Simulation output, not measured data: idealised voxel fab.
Herein follows the process module entitled voxel transistor to metal.
Displayed cross-section: cut, width of 165 nm, square cells sized 5 nm.
Just so we're on the same page, the cross-sections are grids of square cells, and they're listed out in bands top to bottom, each band one or more rows deep. The band entry comprises the height of the band's top followed by the height of its bottom, expressed in nm, and subsequently the band's materials from left to right, each stated together with its width in nm. Where a single material is marked with the word "everywhere", that material fills the band from edge to edge. The word "air" represents empty space. The reference from which all heights are counted is 0, the level beneath which the as-received wafer is entirely one material; the lowest band, having no lower bound, proceeds downward and is written after the example "z 0 and below". The width entry "30 to 40" should be interpreted row by row: the top row of cells in the band takes the first number, the bottom row takes the second number, and the change between adjacent rows is uniform throughout. Where a step carries "same as before", the cross-section came out of it unchanged, cell for cell. Reported under the label "Closed cavity list" are the empty spaces having no open way to the top and comprising 8 cells or more; the notation for each is width x height at distance, in which the distance is measured from the left edge and all three values are in nm. after a step's settings: what the simulator itself notes on the step. overlay nm: mask offset rightward from planned place, masked step; negative means leftward offset.

### The following list gives the planned process steps
1 RECEIVE, material Si
2 CONFORMAL_DEP, material SiO2, thk nm 5
3 CONFORMAL_DEP, material SiN, thk nm 15
4 DIRECTIONAL_DEP, material aC, thk nm 10
5 PATTERN, tone cover, mask id ACTIVE, material resist, width nm 105, thk nm 30, overlay nm 0
6 DIRECTIONAL_ETCH, etch materials aC, depth nm 10
7 STRIP, etch materials resist
8 DIRECTIONAL_ETCH, etch materials SiN, depth nm 15
9 DIRECTIONAL_ETCH, etch materials SiO2, depth nm 5
10 DIRECTIONAL_ETCH, etch materials Si, depth nm 30
11 STRIP, etch materials aC
12 OXIDIZE, depth nm 5
13 FILL_DEP, material SiO2, thk nm 10
14 CMP, height nm 20
15 SELECTIVE_ETCH, etch materials SiO2, depth nm 10
16 STRIP, etch materials SiN
17 SELECTIVE_ETCH, etch materials SiO2, depth nm 5
18 OXIDIZE, depth nm 5
19 DIRECTIONAL_DEP, material polySi, thk nm 20
20 DIRECTIONAL_DEP, material SiCN, thk nm 10
21 PATTERN, tone cover, mask id GATE, material resist, width nm 35, thk nm 20, overlay nm 0
22 DIRECTIONAL_ETCH, etch materials SiCN, depth nm 20
23 DIRECTIONAL_ETCH, etch materials polySi, depth nm 30
24 STRIP, etch materials resist
25 CONFORMAL_DEP, material SiO2, thk nm 5
26 DIRECTIONAL_ETCH, etch materials SiO2, depth nm 5
27 CONFORMAL_DEP, material SiN, thk nm 10
28 DIRECTIONAL_ETCH, etch materials SiN, depth nm 10
29 DIRECTIONAL_ETCH, etch materials SiO2, depth nm 5
30 DIRECTIONAL_ETCH, etch materials Si, depth nm 5
31 EPI, material pSi, thk nm 5
32 FILL_DEP, material SiO2, thk nm 10
33 CMP, height nm 20
34 STRIP, etch materials polySi
35 SELECTIVE_ETCH, etch materials SiO2, depth nm 5
36 CONFORMAL_DEP, material HfO2, thk nm 5
37 CONFORMAL_DEP, material TiN, thk nm 5
38 FILL_DEP, material W, thk nm 10
39 CMP, height nm 15
40 DIRECTIONAL_DEP, material SiO2, thk nm 15
41 DIRECTIONAL_DEP, material aC, thk nm 10
42 PATTERN, tone open, mask id CONTACT, material resist, width nm 15, pitch nm 80, thk nm 30, overlay nm 0
43 DIRECTIONAL_ETCH, etch materials aC, depth nm 10
44 STRIP, etch materials resist
45 DIRECTIONAL_ETCH, etch materials SiO2, depth nm 30
46 STRIP, etch materials aC
47 CONFORMAL_DEP, material TiN, thk nm 5
48 FILL_DEP, material Ru, thk nm 5
49 CMP, height nm 30
50 DIRECTIONAL_DEP, material TiN, thk nm 5
51 DIRECTIONAL_DEP, material Ru, thk nm 20
52 MASKED_ETCH, tone cover, mask id METAL_1, width nm 15, pitch nm 80, etch materials Ru, depth nm 20, overlay nm 0
53 MASKED_ETCH, tone cover, mask id METAL_1, width nm 15, pitch nm 80, etch materials TiN, depth nm 5, overlay nm 0
54 CONFORMAL_DEP, material SiN, thk nm 5
55 FILL_DEP, material lowk, thk nm 10
56 CMP, height nm 55
57 CONFORMAL_DEP, material SiCN, thk nm 5
58 DIRECTIONAL_DEP, material SiO2, thk nm 25
59 DIRECTIONAL_DEP, material aC, thk nm 10
60 PATTERN, tone open, mask id METAL_2, material resist, width nm 15, pitch nm 80, thk nm 25, overlay nm 0
61 DIRECTIONAL_ETCH, etch materials aC, depth nm 10
62 STRIP, etch materials resist
63 DIRECTIONAL_ETCH, etch materials SiO2, depth nm 15
64 STRIP, etch materials aC
65 MASKED_ETCH, tone open, mask id METAL_2_HOLES, width nm 15, pitch nm 80, etch materials SiO2, depth nm 10, overlay nm 0
66 MASKED_ETCH, tone open, mask id METAL_2_HOLES, width nm 15, pitch nm 80, etch materials SiCN, depth nm 5, overlay nm 0
67 CONFORMAL_DEP, material TiN, thk nm 5
68 FILL_DEP, material Cu, thk nm 10
69 CMP, height nm 85
70 CONFORMAL_DEP, material SiN, thk nm 5

### Below: the first of two wafers, run as planned

### Cross-section of the wafer as it came to us, i.e., already through step 1
- z 0 and below: Si everywhere
- Closed cavity list: none

### after step 2
- z 5 to 0: SiO2 everywhere
- All layers under 0 are left as they were.

### after step 3
- z 20 to 5: SiN everywhere
- All layers under 5 are left as they were.

### after step 4
- z 30 to 20: aC everywhere
- All layers under 20 are left as they were.

### after step 5
- z 60 to 30: 30 nm air, then 105 nm resist, then 30 nm air
- All layers under 30 are left as they were.

### after step 6
- z 50 to 30: 30 nm air, then 105 nm resist, then 30 nm air
- z 30 to 20: 30 nm air, then 105 nm aC, then 30 nm air
- All layers under 20 are left as they were.

### after step 7
- z 30 to 20: 30 nm air, then 105 nm aC, then 30 nm air
- All layers under 20 are left as they were.

### after step 8
- z 30 to 20: 30 nm air, then 105 nm aC, then 30 nm air
- z 20 to 5: 30 nm air, then 105 nm SiN, then 30 nm air
- All layers under 5 are left as they were.

### after step 9
- z 30 to 20: 30 nm air, then 105 nm aC, then 30 nm air
- z 20 to 5: 30 nm air, then 105 nm SiN, then 30 nm air
- z 5 to 0: 30 nm air, then 105 nm SiO2, then 30 nm air
- All layers under 0 are left as they were.

### after step 10
- z 30 to 20: 30 nm air, then 105 nm aC, then 30 nm air
- z 20 to 5: 30 nm air, then 105 nm SiN, then 30 nm air
- z 5 to 0: 30 nm air, then 105 nm SiO2, then 30 nm air
- z 0 to -30: 30 nm air, then 105 nm Si, then 30 nm air
- All layers under -30 are left as they were.

### after step 11
- z 20 to 5: 30 nm air, then 105 nm SiN, then 30 nm air
- All layers under 5 are left as they were.

### after step 12
- z 20 to 5: 30 nm air, then 105 nm SiN, then 30 nm air
- z 5 to 0: 30 nm air, then 105 nm SiO2, then 30 nm air
- z 0 to -30: 30 nm air, then 5 nm SiO2, then 95 nm Si, then 5 nm SiO2, then 30 nm air
- z -30 to -35: 35 nm SiO2, then 95 nm Si, then 35 nm SiO2
- All layers under -35 are left as they were.

### after step 13
- z 30 to 20: SiO2 everywhere
- z 20 to 5: 30 nm SiO2, then 105 nm SiN, then 30 nm SiO2
- z 5 to 0: SiO2 everywhere
- z 0 to -35: 35 nm SiO2, then 95 nm Si, then 35 nm SiO2
- All layers under -35 are left as they were.

### after step 14
- z 20 to 5: 30 nm SiO2, then 105 nm SiN, then 30 nm SiO2
- All layers under 5 are left as they were.

### after step 15
- z 20 to 10: 30 nm air, then 105 nm SiN, then 30 nm air
- All layers under 10 are left as they were.

### after step 16
- z 10 to 5: 30 nm SiO2, then 105 nm air, then 30 nm SiO2
- All layers under 5 are left as they were.

### after step 17
- z 5 to 0: 25 nm SiO2, then 115 nm air, then 25 nm SiO2
- All layers under 0 are left as they were.

### after step 18
- z 5 to 0: 25 nm SiO2, then 115 nm air, then 25 nm SiO2
- z 0 to -5: SiO2 everywhere
- All layers under -5 are left as they were.

### after step 19
- z 25 to 20: 25 nm polySi, then 115 nm air, then 25 nm polySi
- z 20 to 5: polySi everywhere
- z 5 to 0: 25 nm SiO2, then 115 nm polySi, then 25 nm SiO2
- All layers under 0 are left as they were.

### after step 20
- z 35 to 30: 25 nm SiCN, then 115 nm air, then 25 nm SiCN
- z 30 to 25: SiCN everywhere
- z 25 to 20: 25 nm polySi, then 115 nm SiCN, then 25 nm polySi
- All layers under 20 are left as they were.

### after step 21
- z 55 to 35: 65 nm air, then 35 nm resist, then 65 nm air
- z 35 to 30: 25 nm SiCN, then 40 nm air, then 35 nm resist, then 40 nm air, then 25 nm SiCN
- All layers under 30 are left as they were.

### after step 22
- z 55 to 30: 65 nm air, then 35 nm resist, then 65 nm air
- z 30 to 25: 65 nm air, then 35 nm SiCN, then 65 nm air
- z 25 to 20: 25 nm polySi, then 40 nm air, then 35 nm SiCN, then 40 nm air, then 25 nm polySi
- All layers under 20 are left as they were.

### after step 23
- z 55 to 30: 65 nm air, then 35 nm resist, then 65 nm air
- z 30 to 20: 65 nm air, then 35 nm SiCN, then 65 nm air
- z 20 to 5: 65 nm air, then 35 nm polySi, then 65 nm air
- z 5 to 0: 25 nm SiO2, then 40 nm air, then 35 nm polySi, then 40 nm air, then 25 nm SiO2
- All layers under 0 are left as they were.

### after step 24
- z 30 to 20: 65 nm air, then 35 nm SiCN, then 65 nm air
- All layers under 20 are left as they were.

### after step 25
- z 35 to 30: 60 nm air, then 45 nm SiO2, then 60 nm air
- z 30 to 20: 60 nm air, then 5 nm SiO2, then 35 nm SiCN, then 5 nm SiO2, then 60 nm air
- z 20 to 10: 60 nm air, then 5 nm SiO2, then 35 nm polySi, then 5 nm SiO2, then 60 nm air
- z 10 to 5: 30 nm SiO2, then 30 nm air, then 5 nm SiO2, then 35 nm polySi, then 5 nm SiO2, then 30 nm air, then 30 nm SiO2
- z 5 to 0: 65 nm SiO2, then 35 nm polySi, then 65 nm SiO2
- All layers under 0 are left as they were.

### after step 26
- z 30 to 20: 60 nm air, then 5 nm SiO2, then 35 nm SiCN, then 5 nm SiO2, then 60 nm air
- z 20 to 5: 60 nm air, then 5 nm SiO2, then 35 nm polySi, then 5 nm SiO2, then 60 nm air
- z 5 to 0: 30 nm SiO2, then 30 nm air, then 5 nm SiO2, then 35 nm polySi, then 5 nm SiO2, then 30 nm air, then 30 nm SiO2
- All layers under 0 are left as they were.

### after step 27
- z 40 to 30: 50 nm air, then 65 nm SiN, then 50 nm air
- z 30 to 20: 50 nm air, then 10 nm SiN, then 5 nm SiO2, then 35 nm SiCN, then 5 nm SiO2, then 10 nm SiN, then 50 nm air
- z 20 to 15: 50 nm air, then 10 nm SiN, then 5 nm SiO2, then 35 nm polySi, then 5 nm SiO2, then 10 nm SiN, then 50 nm air
- z 15 to 10: 40 nm SiN, then 10 nm air, then 10 nm SiN, then 5 nm SiO2, then 35 nm polySi, then 5 nm SiO2, then 10 nm SiN, then 10 nm air, then 40 nm SiN
- z 10 to 5: 60 nm SiN, then 5 nm SiO2, then 35 nm polySi, then 5 nm SiO2, then 60 nm SiN
- z 5 to 0: 30 nm SiO2, then 30 nm SiN, then 5 nm SiO2, then 35 nm polySi, then 5 nm SiO2, then 30 nm SiN, then 30 nm SiO2
- All layers under 0 are left as they were.

### after step 28
- z 30 to 20: 50 nm air, then 10 nm SiN, then 5 nm SiO2, then 35 nm SiCN, then 5 nm SiO2, then 10 nm SiN, then 50 nm air
- z 20 to 5: 50 nm air, then 10 nm SiN, then 5 nm SiO2, then 35 nm polySi, then 5 nm SiO2, then 10 nm SiN, then 50 nm air
- z 5 to 0: 30 nm SiO2, then 10 nm SiN, then 10 nm air, then 10 nm SiN, then 5 nm SiO2, then 35 nm polySi, then 5 nm SiO2, then 10 nm SiN, then 10 nm air, then 10 nm SiN, then 30 nm SiO2
- All layers under 0 are left as they were.

### after step 29
- z 30 to 25: 50 nm air, then 10 nm SiN, then 5 nm air, then 35 nm SiCN, then 5 nm air, then 10 nm SiN, then 50 nm air
- z 25 to 20: 50 nm air, then 10 nm SiN, then 5 nm SiO2, then 35 nm SiCN, then 5 nm SiO2, then 10 nm SiN, then 50 nm air
- z 20 to 5: 50 nm air, then 10 nm SiN, then 5 nm SiO2, then 35 nm polySi, then 5 nm SiO2, then 10 nm SiN, then 50 nm air
- z 5 to 0: 30 nm air, then 10 nm SiN, then 10 nm air, then 10 nm SiN, then 5 nm SiO2, then 35 nm polySi, then 5 nm SiO2, then 10 nm SiN, then 10 nm air, then 10 nm SiN, then 30 nm air
- z 0 to -5: 40 nm SiO2, then 10 nm air, then 65 nm SiO2, then 10 nm air, then 40 nm SiO2
- All layers under -5 are left as they were.

### after step 30
- z 30 to 25: 50 nm air, then 10 nm SiN, then 5 nm air, then 35 nm SiCN, then 5 nm air, then 10 nm SiN, then 50 nm air
- z 25 to 20: 50 nm air, then 10 nm SiN, then 5 nm SiO2, then 35 nm SiCN, then 5 nm SiO2, then 10 nm SiN, then 50 nm air
- z 20 to 5: 50 nm air, then 10 nm SiN, then 5 nm SiO2, then 35 nm polySi, then 5 nm SiO2, then 10 nm SiN, then 50 nm air
- z 5 to 0: 30 nm air, then 10 nm SiN, then 10 nm air, then 10 nm SiN, then 5 nm SiO2, then 35 nm polySi, then 5 nm SiO2, then 10 nm SiN, then 10 nm air, then 10 nm SiN, then 30 nm air
- z 0 to -5: 40 nm SiO2, then 10 nm air, then 65 nm SiO2, then 10 nm air, then 40 nm SiO2
- z -5 to -10: 35 nm SiO2, then 5 nm Si, then 10 nm air, then 65 nm Si, then 10 nm air, then 5 nm Si, then 35 nm SiO2
- All layers under -10 are left as they were.

### after step 31
- z 30 to 25: 50 nm air, then 10 nm SiN, then 5 nm air, then 35 nm SiCN, then 5 nm air, then 10 nm SiN, then 50 nm air
- z 25 to 20: 50 nm air, then 10 nm SiN, then 5 nm SiO2, then 35 nm SiCN, then 5 nm SiO2, then 10 nm SiN, then 50 nm air
- z 20 to 5: 50 nm air, then 10 nm SiN, then 5 nm SiO2, then 35 nm polySi, then 5 nm SiO2, then 10 nm SiN, then 50 nm air
- z 5 to 0: 30 nm air, then 10 nm SiN, then 10 nm air, then 10 nm SiN, then 5 nm SiO2, then 35 nm polySi, then 5 nm SiO2, then 10 nm SiN, then 10 nm air, then 10 nm SiN, then 30 nm air
- z 0 to -5: 40 nm SiO2, then 10 nm pSi, then 65 nm SiO2, then 10 nm pSi, then 40 nm SiO2
- z -5 to -10: 35 nm SiO2, then 5 nm Si, then 10 nm pSi, then 65 nm Si, then 10 nm pSi, then 5 nm Si, then 35 nm SiO2
- All layers under -10 are left as they were.

### after step 32
- z 40 to 30: SiO2 everywhere
- z 30 to 20: 50 nm SiO2, then 10 nm SiN, then 5 nm SiO2, then 35 nm SiCN, then 5 nm SiO2, then 10 nm SiN, then 50 nm SiO2
- z 20 to 5: 50 nm SiO2, then 10 nm SiN, then 5 nm SiO2, then 35 nm polySi, then 5 nm SiO2, then 10 nm SiN, then 50 nm SiO2
- z 5 to 0: 30 nm SiO2, then 10 nm SiN, then 10 nm SiO2, then 10 nm SiN, then 5 nm SiO2, then 35 nm polySi, then 5 nm SiO2, then 10 nm SiN, then 10 nm SiO2, then 10 nm SiN, then 30 nm SiO2
- All layers under 0 are left as they were.

### after step 33
- z 20 to 5: 50 nm SiO2, then 10 nm SiN, then 5 nm SiO2, then 35 nm polySi, then 5 nm SiO2, then 10 nm SiN, then 50 nm SiO2
- All layers under 5 are left as they were.

### after step 34
- z 20 to 5: 50 nm SiO2, then 10 nm SiN, then 5 nm SiO2, then 35 nm air, then 5 nm SiO2, then 10 nm SiN, then 50 nm SiO2
- z 5 to 0: 30 nm SiO2, then 10 nm SiN, then 10 nm SiO2, then 10 nm SiN, then 5 nm SiO2, then 35 nm air, then 5 nm SiO2, then 10 nm SiN, then 10 nm SiO2, then 10 nm SiN, then 30 nm SiO2
- All layers under 0 are left as they were.

### after step 35
- z 20 to 15: 50 nm air, then 10 nm SiN, then 45 nm air, then 10 nm SiN, then 50 nm air
- z 15 to 5: 50 nm SiO2, then 10 nm SiN, then 45 nm air, then 10 nm SiN, then 50 nm SiO2
- z 5 to 0: 30 nm SiO2, then 10 nm SiN, then 10 nm SiO2, then 10 nm SiN, then 45 nm air, then 10 nm SiN, then 10 nm SiO2, then 10 nm SiN, then 30 nm SiO2
- z 0 to -5: 40 nm SiO2, then 10 nm pSi, then 10 nm SiO2, then 45 nm air, then 10 nm SiO2, then 10 nm pSi, then 40 nm SiO2
- All layers under -5 are left as they were.

### after step 36
- z 25 to 20: 45 nm air, then 20 nm HfO2, then 35 nm air, then 20 nm HfO2, then 45 nm air
- z 20 to 15: 50 nm HfO2, then 10 nm SiN, then 5 nm HfO2, then 35 nm air, then 5 nm HfO2, then 10 nm SiN, then 50 nm HfO2
- z 15 to 5: 50 nm SiO2, then 10 nm SiN, then 5 nm HfO2, then 35 nm air, then 5 nm HfO2, then 10 nm SiN, then 50 nm SiO2
- z 5 to 0: 30 nm SiO2, then 10 nm SiN, then 10 nm SiO2, then 10 nm SiN, then 5 nm HfO2, then 35 nm air, then 5 nm HfO2, then 10 nm SiN, then 10 nm SiO2, then 10 nm SiN, then 30 nm SiO2
- z 0 to -5: 40 nm SiO2, then 10 nm pSi, then 10 nm SiO2, then 45 nm HfO2, then 10 nm SiO2, then 10 nm pSi, then 40 nm SiO2
- All layers under -5 are left as they were.

### after step 37
- z 30 to 25: 40 nm air, then 30 nm TiN, then 25 nm air, then 30 nm TiN, then 40 nm air
- z 25 to 20: 45 nm TiN, then 20 nm HfO2, then 5 nm TiN, then 25 nm air, then 5 nm TiN, then 20 nm HfO2, then 45 nm TiN
- z 20 to 15: 50 nm HfO2, then 10 nm SiN, then 5 nm HfO2, then 5 nm TiN, then 25 nm air, then 5 nm TiN, then 5 nm HfO2, then 10 nm SiN, then 50 nm HfO2
- z 15 to 5: 50 nm SiO2, then 10 nm SiN, then 5 nm HfO2, then 5 nm TiN, then 25 nm air, then 5 nm TiN, then 5 nm HfO2, then 10 nm SiN, then 50 nm SiO2
- z 5 to 0: 30 nm SiO2, then 10 nm SiN, then 10 nm SiO2, then 10 nm SiN, then 5 nm HfO2, then 35 nm TiN, then 5 nm HfO2, then 10 nm SiN, then 10 nm SiO2, then 10 nm SiN, then 30 nm SiO2
- All layers under 0 are left as they were.

### after step 38
- z 40 to 30: W everywhere
- z 30 to 25: 40 nm W, then 30 nm TiN, then 25 nm W, then 30 nm TiN, then 40 nm W
- z 25 to 20: 45 nm TiN, then 20 nm HfO2, then 5 nm TiN, then 25 nm W, then 5 nm TiN, then 20 nm HfO2, then 45 nm TiN
- z 20 to 15: 50 nm HfO2, then 10 nm SiN, then 5 nm HfO2, then 5 nm TiN, then 25 nm W, then 5 nm TiN, then 5 nm HfO2, then 10 nm SiN, then 50 nm HfO2
- z 15 to 5: 50 nm SiO2, then 10 nm SiN, then 5 nm HfO2, then 5 nm TiN, then 25 nm W, then 5 nm TiN, then 5 nm HfO2, then 10 nm SiN, then 50 nm SiO2
- All layers under 5 are left as they were.

### after step 39
- z 15 to 5: 50 nm SiO2, then 10 nm SiN, then 5 nm HfO2, then 5 nm TiN, then 25 nm W, then 5 nm TiN, then 5 nm HfO2, then 10 nm SiN, then 50 nm SiO2
- All layers under 5 are left as they were.

### after step 40
- z 30 to 15: SiO2 everywhere
- All layers under 15 are left as they were.

### after step 41
- z 40 to 30: aC everywhere
- All layers under 30 are left as they were.

### after step 42
- z 70 to 40: 35 nm resist, then 15 nm air, then 65 nm resist, then 15 nm air, then 35 nm resist
- All layers under 40 are left as they were.

### after step 43
- z 60 to 40: 35 nm resist, then 15 nm air, then 65 nm resist, then 15 nm air, then 35 nm resist
- z 40 to 30: 35 nm aC, then 15 nm air, then 65 nm aC, then 15 nm air, then 35 nm aC
- All layers under 30 are left as they were.

### after step 44
- z 40 to 30: 35 nm aC, then 15 nm air, then 65 nm aC, then 15 nm air, then 35 nm aC
- All layers under 30 are left as they were.

### after step 45
- z 40 to 30: 35 nm aC, then 15 nm air, then 65 nm aC, then 15 nm air, then 35 nm aC
- z 30 to 15: 35 nm SiO2, then 15 nm air, then 65 nm SiO2, then 15 nm air, then 35 nm SiO2
- z 15 to 5: 35 nm SiO2, then 15 nm air, then 10 nm SiN, then 5 nm HfO2, then 5 nm TiN, then 25 nm W, then 5 nm TiN, then 5 nm HfO2, then 10 nm SiN, then 15 nm air, then 35 nm SiO2
- z 5 to 0: 30 nm SiO2, then 10 nm SiN, then 10 nm air, then 10 nm SiN, then 5 nm HfO2, then 35 nm TiN, then 5 nm HfO2, then 10 nm SiN, then 10 nm air, then 10 nm SiN, then 30 nm SiO2
- All layers under 0 are left as they were.

### after step 46
- z 30 to 15: 35 nm SiO2, then 15 nm air, then 65 nm SiO2, then 15 nm air, then 35 nm SiO2
- All layers under 15 are left as they were.

### after step 47
- z 35 to 30: 40 nm TiN, then 5 nm air, then 75 nm TiN, then 5 nm air, then 40 nm TiN
- z 30 to 15: 35 nm SiO2, then 5 nm TiN, then 5 nm air, then 5 nm TiN, then 65 nm SiO2, then 5 nm TiN, then 5 nm air, then 5 nm TiN, then 35 nm SiO2
- z 15 to 10: 35 nm SiO2, then 5 nm TiN, then 5 nm air, then 5 nm TiN, then 10 nm SiN, then 5 nm HfO2, then 5 nm TiN, then 25 nm W, then 5 nm TiN, then 5 nm HfO2, then 10 nm SiN, then 5 nm TiN, then 5 nm air, then 5 nm TiN, then 35 nm SiO2
- z 10 to 5: 35 nm SiO2, then 15 nm TiN, then 10 nm SiN, then 5 nm HfO2, then 5 nm TiN, then 25 nm W, then 5 nm TiN, then 5 nm HfO2, then 10 nm SiN, then 15 nm TiN, then 35 nm SiO2
- z 5 to 0: 30 nm SiO2, then 10 nm SiN, then 10 nm TiN, then 10 nm SiN, then 5 nm HfO2, then 35 nm TiN, then 5 nm HfO2, then 10 nm SiN, then 10 nm TiN, then 10 nm SiN, then 30 nm SiO2
- All layers under 0 are left as they were.

### after step 48
- z 40 to 35: Ru everywhere
- z 35 to 30: 40 nm TiN, then 5 nm Ru, then 75 nm TiN, then 5 nm Ru, then 40 nm TiN
- z 30 to 15: 35 nm SiO2, then 5 nm TiN, then 5 nm Ru, then 5 nm TiN, then 65 nm SiO2, then 5 nm TiN, then 5 nm Ru, then 5 nm TiN, then 35 nm SiO2
- z 15 to 10: 35 nm SiO2, then 5 nm TiN, then 5 nm Ru, then 5 nm TiN, then 10 nm SiN, then 5 nm HfO2, then 5 nm TiN, then 25 nm W, then 5 nm TiN, then 5 nm HfO2, then 10 nm SiN, then 5 nm TiN, then 5 nm Ru, then 5 nm TiN, then 35 nm SiO2
- All layers under 10 are left as they were.

### after step 49
- z 30 to 15: 35 nm SiO2, then 5 nm TiN, then 5 nm Ru, then 5 nm TiN, then 65 nm SiO2, then 5 nm TiN, then 5 nm Ru, then 5 nm TiN, then 35 nm SiO2
- All layers under 15 are left as they were.

### after step 50
- z 35 to 30: TiN everywhere
- All layers under 30 are left as they were.

### after step 51
- z 55 to 35: Ru everywhere
- All layers under 35 are left as they were.

### after step 52
- z 55 to 35: 35 nm air, then 15 nm Ru, then 65 nm air, then 15 nm Ru, then 35 nm air
- All layers under 35 are left as they were.

### after step 53
- z 55 to 35: 35 nm air, then 15 nm Ru, then 65 nm air, then 15 nm Ru, then 35 nm air
- z 35 to 30: 35 nm air, then 15 nm TiN, then 65 nm air, then 15 nm TiN, then 35 nm air
- All layers under 30 are left as they were.

### after step 54
- z 60 to 55: 30 nm air, then 25 nm SiN, then 55 nm air, then 25 nm SiN, then 30 nm air
- z 55 to 35: 30 nm air, then 5 nm SiN, then 15 nm Ru, then 5 nm SiN, then 55 nm air, then 5 nm SiN, then 15 nm Ru, then 5 nm SiN, then 30 nm air
- z 35 to 30: 35 nm SiN, then 15 nm TiN, then 65 nm SiN, then 15 nm TiN, then 35 nm SiN
- All layers under 30 are left as they were.

### after step 55
- z 70 to 60: lowk everywhere
- z 60 to 55: 30 nm lowk, then 25 nm SiN, then 55 nm lowk, then 25 nm SiN, then 30 nm lowk
- z 55 to 35: 30 nm lowk, then 5 nm SiN, then 15 nm Ru, then 5 nm SiN, then 55 nm lowk, then 5 nm SiN, then 15 nm Ru, then 5 nm SiN, then 30 nm lowk
- All layers under 35 are left as they were.

### after step 56
- z 55 to 35: 30 nm lowk, then 5 nm SiN, then 15 nm Ru, then 5 nm SiN, then 55 nm lowk, then 5 nm SiN, then 15 nm Ru, then 5 nm SiN, then 30 nm lowk
- All layers under 35 are left as they were.

### after step 57
- z 60 to 55: SiCN everywhere
- All layers under 55 are left as they were.

### after step 58
- z 85 to 60: SiO2 everywhere
- All layers under 60 are left as they were.

### after step 59
- z 95 to 85: aC everywhere
- All layers under 85 are left as they were.

### after step 60
- z 120 to 95: 35 nm resist, then 15 nm air, then 65 nm resist, then 15 nm air, then 35 nm resist
- All layers under 95 are left as they were.

### after step 61
- z 110 to 95: 35 nm resist, then 15 nm air, then 65 nm resist, then 15 nm air, then 35 nm resist
- z 95 to 85: 35 nm aC, then 15 nm air, then 65 nm aC, then 15 nm air, then 35 nm aC
- All layers under 85 are left as they were.

### after step 62
- z 95 to 85: 35 nm aC, then 15 nm air, then 65 nm aC, then 15 nm air, then 35 nm aC
- All layers under 85 are left as they were.

### after step 63
- z 95 to 85: 35 nm aC, then 15 nm air, then 65 nm aC, then 15 nm air, then 35 nm aC
- z 85 to 70: 35 nm SiO2, then 15 nm air, then 65 nm SiO2, then 15 nm air, then 35 nm SiO2
- All layers under 70 are left as they were.

### after step 64
- z 85 to 70: 35 nm SiO2, then 15 nm air, then 65 nm SiO2, then 15 nm air, then 35 nm SiO2
- All layers under 70 are left as they were.

### after step 65
- z 85 to 60: 35 nm SiO2, then 15 nm air, then 65 nm SiO2, then 15 nm air, then 35 nm SiO2
- All layers under 60 are left as they were.

### after step 66
- z 85 to 60: 35 nm SiO2, then 15 nm air, then 65 nm SiO2, then 15 nm air, then 35 nm SiO2
- z 60 to 55: 35 nm SiCN, then 15 nm air, then 65 nm SiCN, then 15 nm air, then 35 nm SiCN
- All layers under 55 are left as they were.

### after step 67
- z 90 to 85: 40 nm TiN, then 5 nm air, then 75 nm TiN, then 5 nm air, then 40 nm TiN
- z 85 to 60: 35 nm SiO2, then 5 nm TiN, then 5 nm air, then 5 nm TiN, then 65 nm SiO2, then 5 nm TiN, then 5 nm air, then 5 nm TiN, then 35 nm SiO2
- z 60 to 55: 35 nm SiCN, then 15 nm TiN, then 65 nm SiCN, then 15 nm TiN, then 35 nm SiCN
- All layers under 55 are left as they were.

### after step 68
- z 100 to 90: Cu everywhere
- z 90 to 85: 40 nm TiN, then 5 nm Cu, then 75 nm TiN, then 5 nm Cu, then 40 nm TiN
- z 85 to 60: 35 nm SiO2, then 5 nm TiN, then 5 nm Cu, then 5 nm TiN, then 65 nm SiO2, then 5 nm TiN, then 5 nm Cu, then 5 nm TiN, then 35 nm SiO2
- All layers under 60 are left as they were.

### after step 69
- z 85 to 60: 35 nm SiO2, then 5 nm TiN, then 5 nm Cu, then 5 nm TiN, then 65 nm SiO2, then 5 nm TiN, then 5 nm Cu, then 5 nm TiN, then 35 nm SiO2
- All layers under 60 are left as they were.

### after step 70
- z 90 to 85: SiN everywhere
- All layers under 85 are left as they were.

### The Second Wafer: Common Origin and Plan, One Mistake in Execution, Identical to the First Through Step 64

### Planned end of step 65: second wafer, cross-section
- z 75 to 70: 35 nm SiO2, then 15 nm air, then 65 nm SiO2, then 15 nm air, then 35 nm SiO2
- All layers under 70 are left as they were.

Planned end of step 66: second wafer, cross-section: same as before

### Planned end of step 67: second wafer, cross-section
- z 80 to 75: 40 nm TiN, then 5 nm air, then 75 nm TiN, then 5 nm air, then 40 nm TiN
- z 75 to 70: 35 nm SiO2, then 15 nm TiN, then 65 nm SiO2, then 15 nm TiN, then 35 nm SiO2
- All layers under 70 are left as they were.

### Planned end of step 68: second wafer, cross-section
- z 90 to 80: Cu everywhere
- z 80 to 75: 40 nm TiN, then 5 nm Cu, then 75 nm TiN, then 5 nm Cu, then 40 nm TiN
- All layers under 75 are left as they were.

### Planned end of step 69: second wafer, cross-section
- z 85 to 80: Cu everywhere
- All layers under 80 are left as they were.

### Planned end of step 70: second wafer, cross-section
- z 90 to 85: SiN everywhere
- All layers under 85 are left as they were.
Short version of what went wrong: for step 65, the planned setting was not used; the step was instead run as MASKED_ETCH, tone cover, mask id METAL_2_HOLES, width nm 15, pitch nm 80, etch materials SiO2, depth nm 10, overlay nm 0
Per the end-of-run cell counts, the second wafer holds more or fewer of some materials than the first: Cu +25 | SiCN +6 | SiO2 -42 | TiN +11
